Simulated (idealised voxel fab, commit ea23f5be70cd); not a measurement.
Title: Process Module voxel wiring stack
Section shown: cut. Width: 155 nm. Cell size: 5 nm, square.
For the purposes of this document, a cross-section shall be understood as a grid of square cells, specified as bands listed in top-to-bottom order, each band consisting of one or more rows of cells.
Heights first: top, then bottom, in nm. Then materials, left to right, each with a width in nm. "throughout" on a single material: fills the band edge to edge. "empty": empty space.
Heights are expressed relative to 0, this being the level below which the as-received wafer comprises one material exclusively. The lowest band is unbounded in the downward direction and is denoted as in "0 nm and below".
A width given as "30 to 40" starts at the first number in the band's top row and ends at the second number in its bottom row, shifting by an equal amount at every step from row to row.
"nothing got changed" -> step changed no cross-section cell.
Basically, "Closed empty spaces" tells you about the enclosed voids: empty spaces with no open way to the top, 8 cells or bigger, each written width x height at distance, where distance is from the left edge, all in nm.
That trailing text on a step's line, after the settings, is the simulator's own remark on the step.
overlay nm: mask offset rightward from planned place, masked step; negative means leftward offset.
**Planned process steps**
| 1 | RECEIVE [material Si] |
| 2 | CONFORMAL_DEP [material SiO2] [thk nm 10] |
| 3 | DIRECTIONAL_DEP [material TiN] [thk nm 5] |
| 4 | DIRECTIONAL_DEP [material Ru] [thk nm 25] |
| 5 | PATTERN [tone cover] [mask id METAL_1] [material resist] [width nm 30] [pitch nm 45] [thk nm 20] [overlay nm 0] |
| 6 | DIRECTIONAL_ETCH [etch materials Ru] [depth nm 25] |
| 7 | DIRECTIONAL_ETCH [etch materials TiN] [depth nm 5] |
| 8 | STRIP [etch materials resist] |
| 9 | CONFORMAL_DEP [material SiN] [thk nm 5] |
| 10 | FILL_DEP [material SiO2] [thk nm 5] |
| 11 | CMP [height nm 40] |
| 12 | CONFORMAL_DEP [material SiCN] [thk nm 5] |
| 13 | DIRECTIONAL_DEP [material SiO2] [thk nm 30] |
| 14 | DIRECTIONAL_DEP [material aC] [thk nm 10] |
| 15 | PATTERN [tone open] [mask id METAL_2_HOLES] [material resist] [width nm 15] [pitch nm 45] [thk nm 25] [overlay nm 0] |
| 16 | DIRECTIONAL_ETCH [etch materials aC] [depth nm 10] |
| 17 | STRIP [etch materials resist] |
| 18 | DIRECTIONAL_ETCH [etch materials SiO2] [depth nm 30] |
| 19 | STRIP [etch materials aC] |
| 20 | DIRECTIONAL_DEP [material aC] [thk nm 15] |
| 21 | PATTERN [tone open] [mask id METAL_2] [material resist] [width nm 30] [pitch nm 45] [thk nm 35] [overlay nm 0] |
| 22 | DIRECTIONAL_ETCH [etch materials aC] [depth nm 15] |
| 23 | STRIP [etch materials resist] |
| 24 | DIRECTIONAL_ETCH [etch materials SiO2] [depth nm 15] |
| 25 | DIRECTIONAL_ETCH [etch materials SiCN] [depth nm 5] |
| 26 | STRIP [etch materials aC] |
| 27 | CONFORMAL_DEP [material TiN] [thk nm 5] |
| 28 | FILL_DEP [material Cu] [thk nm 5] |
| 29 | CMP [height nm 75] |
| 30 | CONFORMAL_DEP [material SiCN] [thk nm 5] |
| 31 | DIRECTIONAL_DEP [material lowk] [thk nm 10] |
| 32 | DIRECTIONAL_DEP [material aC] [thk nm 15] |
| 33 | PATTERN [tone open] [mask id PLUG_2] [material resist] [width nm 15] [pitch nm 45] [thk nm 30] [overlay nm 0] |
| 34 | DIRECTIONAL_ETCH [etch materials aC] [depth nm 15] |
| 35 | STRIP [etch materials resist] |
| 36 | DIRECTIONAL_ETCH [etch materials lowk] [depth nm 10] |
| 37 | DIRECTIONAL_ETCH [etch materials SiCN] [depth nm 5] |
| 38 | STRIP [etch materials aC] |
| 39 | CONFORMAL_DEP [material TiN] [thk nm 5] |
| 40 | FILL_DEP [material Cu] [thk nm 5] |
| 41 | CMP [height nm 90] |
| 42 | DIRECTIONAL_DEP [material TiN] [thk nm 5] |
| 43 | DIRECTIONAL_DEP [material W] [thk nm 20] |
| 44 | DIRECTIONAL_DEP [material aC] [thk nm 15] |
| 45 | PATTERN [tone cover] [mask id METAL_3] [material resist] [width nm 30] [pitch nm 45] [thk nm 30] [overlay nm 0] |
| 46 | DIRECTIONAL_ETCH [etch materials aC] [depth nm 15] |
| 47 | STRIP [etch materials resist] |
| 48 | DIRECTIONAL_ETCH [etch materials W] [depth nm 20] |
| 49 | DIRECTIONAL_ETCH [etch materials TiN] [depth nm 5] |
| 50 | STRIP [etch materials aC] |
| 51 | CONFORMAL_DEP [material SiN] [thk nm 5] |
| 52 | FILL_DEP [material lowk] [thk nm 5] |
| 53 | CMP [height nm 115] |
| 54 | CONFORMAL_DEP [material SiN] [thk nm 5] |
The plan shows the overlay nm of step 15 as the first wafer had it; this setting differs between the wafers, which start out alike.
**This is how the first of several wafers looked in cross-section when it arrived, which is after step 1**
> 0 nm and below = Si throughout
> Closed empty spaces: none
**Post step 54, the closing step of the module: first of several wafers, cross-sectioned**
> 120 nm to 115 nm = SiN throughout
> 115 nm to 95 nm = lowk (10), SiN (5), W (30), SiN (5), lowk (5), SiN (5), W (30), SiN (5), lowk (5), SiN (5), W (30), SiN (5), lowk (15)
> 95 nm to 90 nm = SiN (15), TiN (30), SiN (15), TiN (30), SiN (15), TiN (30), SiN (20)
> 90 nm to 80 nm = lowk (15), TiN (5), Cu (5), TiN (5), lowk (30), TiN (5), Cu (5), TiN (5), lowk (30), TiN (5), Cu (5), TiN (5), lowk (35)
> 80 nm to 75 nm = SiCN (15), TiN (15), SiCN (30), TiN (15), SiCN (30), TiN (15), SiCN (35)
> 75 nm to 65 nm = SiO2 (15), TiN (5), Cu (20), TiN (5), SiO2 (15), TiN (5), Cu (20), TiN (5), SiO2 (15), TiN (5), Cu (20), TiN (5), SiO2 (20)
> 65 nm to 60 nm = SiO2 (15), TiN (5), Cu (5), TiN (20), SiO2 (15), TiN (5), Cu (5), TiN (20), SiO2 (15), TiN (5), Cu (5), TiN (20), SiO2 (20)
> 60 nm to 45 nm = SiO2 (15), TiN (5), Cu (5), TiN (5), SiO2 (30), TiN (5), Cu (5), TiN (5), SiO2 (30), TiN (5), Cu (5), TiN (5), SiO2 (35)
> 45 nm to 40 nm = SiCN (15), TiN (15), SiCN (30), TiN (15), SiCN (30), TiN (15), SiCN (35)
> 40 nm to 15 nm = SiO2 (10), SiN (5), Ru (30), SiN (5), SiO2 (5), SiN (5), Ru (30), SiN (5), SiO2 (5), SiN (5), Ru (30), SiN (5), SiO2 (15)
> 15 nm to 10 nm = SiN (15), TiN (30), SiN (15), TiN (30), SiN (15), TiN (30), SiN (20)
> 10 nm to 0 nm = SiO2 throughout
> 0 nm and below = Si throughout
> Closed empty spaces: none
**End of module: cross-section, last of several wafers**
> 120 nm to 115 nm = SiN throughout
> 115 nm to 95 nm = lowk (10), SiN (5), W (30), SiN (5), lowk (5), SiN (5), W (30), SiN (5), lowk (5), SiN (5), W (30), SiN (5), lowk (15)
> 95 nm to 90 nm = SiN (15), TiN (30), SiN (15), TiN (30), SiN (15), TiN (30), SiN (20)
> 90 nm to 80 nm = lowk (15), TiN (5), Cu (5), TiN (5), lowk (30), TiN (5), Cu (5), TiN (5), lowk (30), TiN (5), Cu (5), TiN (5), lowk (35)
> 80 nm to 75 nm = SiCN (15), TiN (15), SiCN (30), TiN (15), SiCN (30), TiN (15), SiCN (35)
> 75 nm to 65 nm = SiO2 (15), TiN (5), Cu (20), TiN (5), SiO2 (15), TiN (5), Cu (20), TiN (5), SiO2 (15), TiN (5), Cu (20), TiN (5), SiO2 (20)
> 65 nm to 60 nm = SiO2 (15), TiN (20), Cu (5), TiN (5), SiO2 (15), TiN (20), Cu (5), TiN (5), SiO2 (15), TiN (20), Cu (5), TiN (5), SiO2 (20)
> 60 nm to 45 nm = SiO2 (30), TiN (5), Cu (5), TiN (5), SiO2 (30), TiN (5), Cu (5), TiN (5), SiO2 (30), TiN (5), Cu (5), TiN (5), SiO2 (20)
> 45 nm to 40 nm = SiCN (30), TiN (15), SiCN (30), TiN (15), SiCN (30), TiN (15), SiCN (20)
> 40 nm to 15 nm = SiO2 (10), SiN (5), Ru (30), SiN (5), SiO2 (5), SiN (5), Ru (30), SiN (5), SiO2 (5), SiN (5), Ru (30), SiN (5), SiO2 (15)
> 15 nm to 10 nm = SiN (15), TiN (30), SiN (15), TiN (30), SiN (15), TiN (30), SiN (20)
> 10 nm to 0 nm = SiO2 throughout
> 0 nm and below = Si throughout
> Closed empty spaces: none
**The table below has one row for each wafer; a row shows, as of the end of the module, how many cells of each material the wafer has gained, marked (+), or lost, marked (-), since it was received, and then the wafer's closed voids**
overlay nm 0, +42 Cu, +90 Ru, +44 SiCN, +111 SiN, +202 SiO2, +111 TiN, +72 W, +72 lowk, Closed empty spaces: none
overlay nm 5, +42 Cu, +90 Ru, +44 SiCN, +111 SiN, +202 SiO2, +111 TiN, +72 W, +72 lowk, Closed empty spaces: none
overlay nm 10, +42 Cu, +90 Ru, +44 SiCN, +111 SiN, +202 SiO2, +111 TiN, +72 W, +72 lowk, Closed empty spaces: none
overlay nm 15, +42 Cu, +90 Ru, +44 SiCN, +111 SiN, +202 SiO2, +111 TiN, +72 W, +72 lowk, Closed empty spaces: none
